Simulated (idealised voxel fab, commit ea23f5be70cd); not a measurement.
Process module under the name voxel wiring stack
Displayed cross-section: cut, width of 230 nm, square cells sized 5 nm.
Cross-section = grid of square cells, listed top down in bands; band = one or more rows.
Read a band's entry like this: the first values are the height of its top and the height of its bottom in nm, and what follows is the sequence of materials from left to right, each with its width in nm. Note that "blank" is empty space, and that a single material marked "edge to edge" reaches across the band from edge to edge.
We count height from 0. Below that, the starting wafer is all one material. The lowest band never ends at the bottom but goes on down; see "0 nm and below" for how that is written.
Width: "30->40" (first number = top row, second number = bottom row, same change from row to row of cells).
Key: "same as before" - step with no changed cell in the cross-section.
In the "Voids lacking openings" entry, you get each enclosed empty space of 8 cells or more, one with no open way to the top, written width x height at distance, distance from the left edge, in nm.
Where a step's line continues beyond its settings, the continuation is a remark by the simulator itself on that step.
Steps that use a mask can have "overlay nm" on their line. It says how far the mask sat to the right of where it was meant to be. Negative means to the left.
# Listed below are the process steps as planned
- 1: RECEIVE | material Si
- 2: CONFORMAL_DEP | material SiO2 | thk nm 15
- 3: CONFORMAL_DEP | material SiCN | thk nm 5
- 4: DIRECTIONAL_DEP | material SiO2 | thk nm 25
- 5: DIRECTIONAL_DEP | material aC | thk nm 10
- 6: PATTERN | tone open | mask id METAL_1 | material resist | width nm 25 | pitch nm 50 | thk nm 25 | overlay nm 0
- 7: DIRECTIONAL_ETCH | etch materials aC | depth nm 10
- 8: STRIP | etch materials resist
- 9: DIRECTIONAL_ETCH | etch materials SiO2 | depth nm 25
- 10: DIRECTIONAL_ETCH | etch materials SiCN | depth nm 5
- 11: STRIP | etch materials aC
- 12: CONFORMAL_DEP | material TiN | thk nm 5
- 13: FILL_DEP | material W | thk nm 5
- 14: CMP | height nm 45
- 15: CONFORMAL_DEP | material SiCN | thk nm 5
- 16: DIRECTIONAL_DEP | material lowk | thk nm 15
- 17: DIRECTIONAL_DEP | material aC | thk nm 15
- 18: PATTERN | tone open | mask id PLUG_1 | material resist | width nm 15 | pitch nm 100 | thk nm 35 | overlay nm 0
- 19: DIRECTIONAL_ETCH | etch materials aC | depth nm 15
- 20: STRIP | etch materials resist
- 21: DIRECTIONAL_ETCH | etch materials lowk | depth nm 15
- 22: DIRECTIONAL_ETCH | etch materials SiCN | depth nm 5
- 23: STRIP | etch materials aC
- 24: EPI | material Ru | thk nm 10
- 25: EPI | material Ru | thk nm 10
- 26: CONFORMAL_DEP | material SiN | thk nm 5
- 27: DIRECTIONAL_DEP | material SiO2 | thk nm 20
- 28: MASKED_ETCH | tone open | mask id METAL_2 | width nm 25 | pitch nm 50 | etch materials SiO2 | depth nm 20 | overlay nm 0
- 29: MASKED_ETCH | tone open | mask id METAL_2 | width nm 25 | pitch nm 50 | etch materials SiN | depth nm 5 | overlay nm 0
- 30: CONFORMAL_DEP | material TiN | thk nm 5
- 31: FILL_DEP | material Cu | thk nm 10
- 32: CMP | height nm 90
- 33: CONFORMAL_DEP | material SiCN | thk nm 5
- 34: DIRECTIONAL_DEP | material SiO2 | thk nm 10
- 35: DIRECTIONAL_DEP | material aC | thk nm 15
- 36: PATTERN | tone open | mask id PLUG_2 | material resist | width nm 15 | pitch nm 100 | thk nm 30 | overlay nm 0
- 37: DIRECTIONAL_ETCH | etch materials aC | depth nm 15
- 38: STRIP | etch materials resist
- 39: DIRECTIONAL_ETCH | etch materials SiO2 | depth nm 10
- 40: DIRECTIONAL_ETCH | etch materials SiCN | depth nm 5
- 41: STRIP | etch materials aC
- 42: CONFORMAL_DEP | material TiN | thk nm 5
- 43: FILL_DEP | material Ru | thk nm 5
- 44: CMP | height nm 105
- 45: DIRECTIONAL_DEP | material TiN | thk nm 5
- 46: DIRECTIONAL_DEP | material Ru | thk nm 25
- 47: DIRECTIONAL_DEP | material aC | thk nm 10
- 48: PATTERN | tone cover | mask id METAL_3 | material resist | width nm 25 | pitch nm 50 | thk nm 30 | overlay nm 0
- 49: DIRECTIONAL_ETCH | etch materials aC | depth nm 10
- 50: STRIP | etch materials resist
- 51: DIRECTIONAL_ETCH | etch materials Ru | depth nm 25
- 52: DIRECTIONAL_ETCH | etch materials TiN | depth nm 5
- 53: STRIP | etch materials aC
- 54: CONFORMAL_DEP | material SiCN | thk nm 5
- 55: FILL_DEP | material SiO2 | thk nm 10
- 56: CMP | height nm 135
- 57: CONFORMAL_DEP | material SiCN | thk nm 5
- 58: DIRECTIONAL_DEP | material lowk | thk nm 10
- 59: PATTERN | tone open | mask id PLUG_3 | material resist | width nm 15 | pitch nm 100 | thk nm 20 | overlay nm 0
- 60: DIRECTIONAL_ETCH | etch materials lowk | depth nm 10
- 61: DIRECTIONAL_ETCH | etch materials SiCN | depth nm 5
- 62: STRIP | etch materials resist
- 63: CONFORMAL_DEP | material TiN | thk nm 5
- 64: FILL_DEP | material Ru | thk nm 5
- 65: CMP | height nm 150
- 66: DIRECTIONAL_DEP | material TiN | thk nm 5
- 67: DIRECTIONAL_DEP | material W | thk nm 20
- 68: PATTERN | tone cover | mask id METAL_4 | material resist | width nm 25 | pitch nm 50 | thk nm 20 | overlay nm 0
- 69: DIRECTIONAL_ETCH | etch materials W | depth nm 20
- 70: DIRECTIONAL_ETCH | etch materials TiN | depth nm 5
- 71: STRIP | etch materials resist
- 72: FILL_DEP | material SiO2 | thk nm 5
- 73: CMP | height nm 175
- 74: CONFORMAL_DEP | material SiN | thk nm 5
# Here's what the wafer looked like in cross-section when it arrived - that's after step 1
  0 nm and below | Si edge to edge
  Voids lacking openings: none
# The plan above was carried out on the starting structure above with one mistake, and this cross-section shows the wafer at the end of the module
  180 nm to 175 nm | SiN edge to edge
  175 nm to 155 nm | SiO2: 25; W: 25; SiO2: 25; W: 25; SiO2: 25; W: 25; SiO2: 25; W: 25; SiO2: 30
  155 nm to 150 nm | SiO2: 25; TiN: 25; SiO2: 25; TiN: 25; SiO2: 25; TiN: 25; SiO2: 25; TiN: 25; SiO2: 30
  150 nm to 140 nm | lowk: 25; TiN: 5; Ru: 5; TiN: 5; lowk: 85; TiN: 5; Ru: 5; TiN: 5; lowk: 90
  140 nm to 135 nm | SiCN: 25; TiN: 15; SiCN: 85; TiN: 15; SiCN: 90
  135 nm to 110 nm | SiO2: 20; SiCN: 5; Ru: 25; SiCN: 5; SiO2: 15; SiCN: 5; Ru: 25; SiCN: 5; SiO2: 15; SiCN: 5; Ru: 25; SiCN: 5; SiO2: 15; SiCN: 5; Ru: 25; SiCN: 5; SiO2: 25
  110 nm to 105 nm | SiCN: 25; TiN: 25; SiCN: 25; TiN: 25; SiCN: 25; TiN: 25; SiCN: 25; TiN: 25; SiCN: 30
  105 nm to 100 nm | SiCN: 25; TiN: 15; SiCN: 85; TiN: 15; SiCN: 90
  100 nm to 90 nm | SiO2 edge to edge
  90 nm to 70 nm | SiO2: 25; TiN: 5; Cu: 15; TiN: 5; SiO2: 25; TiN: 5; Cu: 15; TiN: 5; SiO2: 25; TiN: 5; Cu: 15; TiN: 5; SiO2: 25; TiN: 5; Cu: 15; TiN: 5; SiO2: 30
  70 nm to 65 nm | SiN: 25; TiN: 25; SiN: 25; TiN: 25; SiN: 25; TiN: 25; SiN: 25; TiN: 25; SiN: 30
  65 nm to 50 nm | lowk: 25; Ru: 15; lowk: 85; Ru: 15; lowk: 90
  50 nm to 45 nm | SiCN: 25; Ru: 15; SiCN: 85; Ru: 15; SiCN: 90
  45 nm to 20 nm | SiO2: 25; TiN: 5; W: 15; TiN: 5; SiO2: 25; TiN: 5; W: 15; TiN: 5; SiO2: 25; TiN: 5; W: 15; TiN: 5; SiO2: 25; TiN: 5; W: 15; TiN: 5; SiO2: 30
  20 nm to 15 nm | SiCN: 25; TiN: 25; SiCN: 25; TiN: 25; SiCN: 25; TiN: 25; SiCN: 25; TiN: 25; SiCN: 30
  15 nm to 0 nm | SiO2 edge to edge
  0 nm and below | Si edge to edge
  Voids lacking openings: none
The mistake made against the process plan was this: steps 33 and 34 got flipped, so each one ran where the other should have
